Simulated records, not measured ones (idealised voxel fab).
Process module, titled voxel lift off
Section cut is 210 nm wide and gridded with 5 nm square cells.
Cross-section spec: square-cell grid; bands listed top down; each band is one or more rows. Heights first: top, then bottom, in nm. Then materials, left to right, each with a width in nm. "throughout" on a single material: fills the band edge to edge. "air": empty space. Below 0: as-received wafer, all one material; heights counted from there. Lowest band: no bottom, goes on down, written "0 and below". It should be noted that a width expressed as "30->40" varies in equal increments from row to row of cells within the band, taking the value of the first number at the top row and that of the second number at the bottom row. "same as before" for a step: no cell of the cross-section changed in that step. Under "Closed cavities" you'll find the enclosed gaps, the ones with no way out to the top, that are 8 cells or bigger; each reads width x height at distance, with distance counted from the left edge, everything in nm. Heads up: the bit after the settings on a step's line is the simulator's remark on that step. When a step includes a mask, the "overlay nm" setting on its line states how far to the right of its planned place that mask lay, and negative values state how far to the left. The remainder of this document consists of a sequence of paired cross-sections. Each pair presents the cross-section prior to one process step together with the cross-section following it, the latter being rendered only as deep as the lowest band that underwent change. The intervening step, together with its settings, is stated beneath each pair. Because the pairs may originate from different runs of this module on the same starting wafer, a given pair is to be read as continuing from the preceding pair only where its entry headed "Before step" so indicates.
# Before step
  0 and below | Si throughout
  Closed cavities: none
# Structure After Step
  5 down to 0 | SiO2 throughout
  Under the height 0 nothing was changed.
  Closed cavities: none
Intermediate step for the cross-sections above: CONFORMAL_DEP [material SiO2] [thk nm 5]
Before step: the pre-step structure is the one depicted after the step in the pair just above.
# Structure After Step
  25 down to 5 | resist (60), air (20), resist (15), air (20), resist (15), air (20), resist (60)
  Under the height 5 nothing was changed.
  Closed cavities: none
Intermediate step for the cross-sections above: PATTERN [tone open] [mask id LINES] [material resist] [width nm 20] [pitch nm 35] [thk nm 20] [overlay nm 0]
Before step: the pre-step structure is the one depicted after the step in the pair just above.
# Structure After Step
  30 down to 25 | Ru (60), air (20), Ru (15), air (20), Ru (15), air (20), Ru (60)
  25 down to 10 | resist (60), air (20), resist (15), air (20), resist (15), air (20), resist (60)
  10 down to 5 | resist (60), Ru (20), resist (15), Ru (20), resist (15), Ru (20), resist (60)
  Under the height 5 nothing was changed.
  Closed cavities: none
Intermediate step for the cross-sections above: DIRECTIONAL_DEP [material Ru] [thk nm 5]
Before step: the pre-step structure is the one depicted after the step in the pair just above.
# Structure After Step
  10 down to 5 | air (60), Ru (20), air (15), Ru (20), air (15), Ru (20), air (60)
  Under the height 5 nothing was changed.
  Closed cavities: none
Intermediate step for the cross-sections above: STRIP [etch materials resist]
Before step: the pre-step structure is the one depicted after the step in the pair just above.
# Structure After Step
  20 down to 15 | air (50), SiCN (110), air (50)
  15 down to 10 | SiCN throughout
  10 down to 5 | SiCN (60), Ru (20), SiCN (15), Ru (20), SiCN (15), Ru (20), SiCN (60)
  Under the height 5 nothing was changed.
  Closed cavities: none
Intermediate step for the cross-sections above: CONFORMAL_DEP [material SiCN] [thk nm 10]
# Before step
  25 down to 5 | resist (60), air (20), resist (15), air (20), resist (15), air (20), resist (60)
  5 down to 0 | SiO2 throughout
  0 and below | Si throughout
  Closed cavities: none
# Structure After Step
  40 down to 25 | Ru (60), air (20), Ru (15), air (20), Ru (15), air (20), Ru (60)
  25 down to 20 | resist (60), air (20), resist (15), air (20), resist (15), air (20), resist (60)
  20 down to 5 | resist (60), Ru (20), resist (15), Ru (20), resist (15), Ru (20), resist (60)
  Under the height 5 nothing was changed.
  Closed cavities: none
Intermediate step for the cross-sections above: DIRECTIONAL_DEP [material Ru] [thk nm 15]
Before step: the pre-step structure is the one depicted after the step in the pair just above.
# Structure After Step
  20 down to 5 | air (60), Ru (20), air (15), Ru (20), air (15), Ru (20), air (60)
  Under the height 5 nothing was changed.
  Closed cavities: none
Intermediate step for the cross-sections above: STRIP [etch materials resist]
Before step: the pre-step structure is the one depicted after the step in the pair just above.
# Structure After Step
  30 down to 20 | air (50), SiCN (110), air (50)
  20 down to 15 | air (50), SiCN (10), Ru (20), SiCN (15), Ru (20), SiCN (15), Ru (20), SiCN (10), air (50)
  15 down to 5 | SiCN (60), Ru (20), SiCN (15), Ru (20), SiCN (15), Ru (20), SiCN (60)
  Under the height 5 nothing was changed.
  Closed cavities: none
Intermediate step for the cross-sections above: CONFORMAL_DEP [material SiCN] [thk nm 10]
# Before step
  5 down to 0 | SiO2 throughout
  0 and below | Si throughout
  Closed cavities: none
# Structure After Step
  25 down to 5 | resist (65), air (15), resist (20), air (15), resist (20), air (15), resist (60)
  Under the height 5 nothing was changed.
  Closed cavities: none
Intermediate step for the cross-sections above: PATTERN [tone open] [mask id LINES] [material resist] [width nm 15] [pitch nm 35] [thk nm 20] [overlay nm 0]
Before step: the pre-step structure is the one depicted after the step in the pair just above.
# Structure After Step
  30 down to 25 | Ru (65), air (15), Ru (20), air (15), Ru (20), air (15), Ru (60)
  25 down to 10 | resist (65), air (15), resist (20), air (15), resist (20), air (15), resist (60)
  10 down to 5 | resist (65), Ru (15), resist (20), Ru (15), resist (20), Ru (15), resist (60)
  Under the height 5 nothing was changed.
  Closed cavities: none
Intermediate step for the cross-sections above: DIRECTIONAL_DEP [material Ru] [thk nm 5]
Before step: the pre-step structure is the one depicted after the step in the pair just above.
# Structure After Step
  10 down to 5 | air (65), Ru (15), air (20), Ru (15), air (20), Ru (15), air (60)
  Under the height 5 nothing was changed.
  Closed cavities: none
Intermediate step for the cross-sections above: STRIP [etch materials resist]
Before step: the pre-step structure is the one depicted after the step in the pair just above.
# Structure After Step
  20 down to 15 | air (55), SiCN (105), air (50)
  15 down to 10 | SiCN throughout
  10 down to 5 | SiCN (65), Ru (15), SiCN (20), Ru (15), SiCN (20), Ru (15), SiCN (60)
  Under the height 5 nothing was changed.
  Closed cavities: none
Intermediate step for the cross-sections above: CONFORMAL_DEP [material SiCN] [thk nm 10]
# Before step
  5 down to 0 | SiO2 throughout
  0 and below | Si throughout
  Closed cavities: none
# Structure After Step
  25 down to 5 | resist (70), air (20), resist (15), air (20), resist (15), air (20), resist (50)
  Under the height 5 nothing was changed.
  Closed cavities: none
Intermediate step for the cross-sections above: PATTERN [tone open] [mask id LINES] [material resist] [width nm 20] [pitch nm 35] [thk nm 20] [overlay nm 10]
Before step: the pre-step structure is the one depicted after the step in the pair just above.
# Structure After Step
  30 down to 25 | Ru (70), air (20), Ru (15), air (20), Ru (15), air (20), Ru (50)
  25 down to 10 | resist (70), air (20), resist (15), air (20), resist (15), air (20), resist (50)
  10 down to 5 | resist (70), Ru (20), resist (15), Ru (20), resist (15), Ru (20), resist (50)
  Under the height 5 nothing was changed.
  Closed cavities: none
Intermediate step for the cross-sections above: DIRECTIONAL_DEP [material Ru] [thk nm 5]
Before step: the pre-step structure is the one depicted after the step in the pair just above.
# Structure After Step
  10 down to 5 | air (70), Ru (20), air (15), Ru (20), air (15), Ru (20), air (50)
  Under the height 5 nothing was changed.
  Closed cavities: none
Intermediate step for the cross-sections above: STRIP [etch materials resist]
Before step: the pre-step structure is the one depicted after the step in the pair just above.
# Structure After Step
  20 down to 15 | air (60), SiCN (110), air (40)
  15 down to 10 | SiCN throughout
  10 down to 5 | SiCN (70), Ru (20), SiCN (15), Ru (20), SiCN (15), Ru (20), SiCN (50)
  Under the height 5 nothing was changed.
  Closed cavities: none
Intermediate step for the cross-sections above: CONFORMAL_DEP [material SiCN] [thk nm 10]
# Before step
  25 down to 5 | resist (60), air (20), resist (15), air (20), resist (15), air (20), resist (60)
  5 down to 0 | SiO2 throughout
  0 and below | Si throughout
  Closed cavities: none
# Structure After Step
  30 down to 25 | SiCN (60), air (20), SiCN (15), air (20), SiCN (15), air (20), SiCN (60)
  25 down to 10 | resist (60), air (20), resist (15), air (20), resist (15), air (20), resist (60)
  10 down to 5 | resist (60), SiCN (20), resist (15), SiCN (20), resist (15), SiCN (20), resist (60)
  Under the height 5 nothing was changed.
  Closed cavities: none
Intermediate step for the cross-sections above: DIRECTIONAL_DEP [material SiCN] [thk nm 5]
Before step: the pre-step structure is the one depicted after the step in the pair just above.
# Structure After Step
  10 down to 5 | air (60), SiCN (20), air (15), SiCN (20), air (15), SiCN (20), air (60)
  Under the height 5 nothing was changed.
  Closed cavities: none
Intermediate step for the cross-sections above: STRIP [etch materials resist]
Before step: the pre-step structure is the one depicted after the step in the pair just above.
# Structure After Step
  20 down to 15 | air (50), SiCN (110), air (50)
  15 down to 5 | SiCN throughout
  Under the height 5 nothing was changed.
  Closed cavities: none
Intermediate step for the cross-sections above: CONFORMAL_DEP [material SiCN] [thk nm 10]
# Before step
  5 down to 0 | SiO2 throughout
  0 and below | Si throughout
  Closed cavities: none
# Structure After Step
  25 down to 5 | air (60), resist (20), air (15), resist (20), air (15), resist (20), air (60)
  Under the height 5 nothing was changed.
  Closed cavities: none
Intermediate step for the cross-sections above: PATTERN [tone cover] [mask id LINES] [material resist] [width nm 20] [pitch nm 35] [thk nm 20] [overlay nm 0]
Before step: the pre-step structure is the one depicted after the step in the pair just above.
# Structure After Step
  30 down to 25 | air (60), Ru (20), air (15), Ru (20), air (15), Ru (20), air (60)
  25 down to 10 | air (60), resist (20), air (15), resist (20), air (15), resist (20), air (60)
  10 down to 5 | Ru (60), resist (20), Ru (15), resist (20), Ru (15), resist (20), Ru (60)
  Under the height 5 nothing was changed.
  Closed cavities: none
Intermediate step for the cross-sections above: DIRECTIONAL_DEP [material Ru] [thk nm 5]
Before step: the pre-step structure is the one depicted after the step in the pair just above.
# Structure After Step
  10 down to 5 | Ru (60), air (20), Ru (15), air (20), Ru (15), air (20), Ru (60)
  Under the height 5 nothing was changed.
  Closed cavities: none
Intermediate step for the cross-sections above: STRIP [etch materials resist]
Before step: the pre-step structure is the one depicted after the step in the pair just above.
# Structure After Step
  20 down to 10 | SiCN throughout
  10 down to 5 | Ru (60), SiCN (20), Ru (15), SiCN (20), Ru (15), SiCN (20), Ru (60)
  Under the height 5 nothing was changed.
  Closed cavities: none
Intermediate step for the cross-sections above: CONFORMAL_DEP [material SiCN] [thk nm 10]
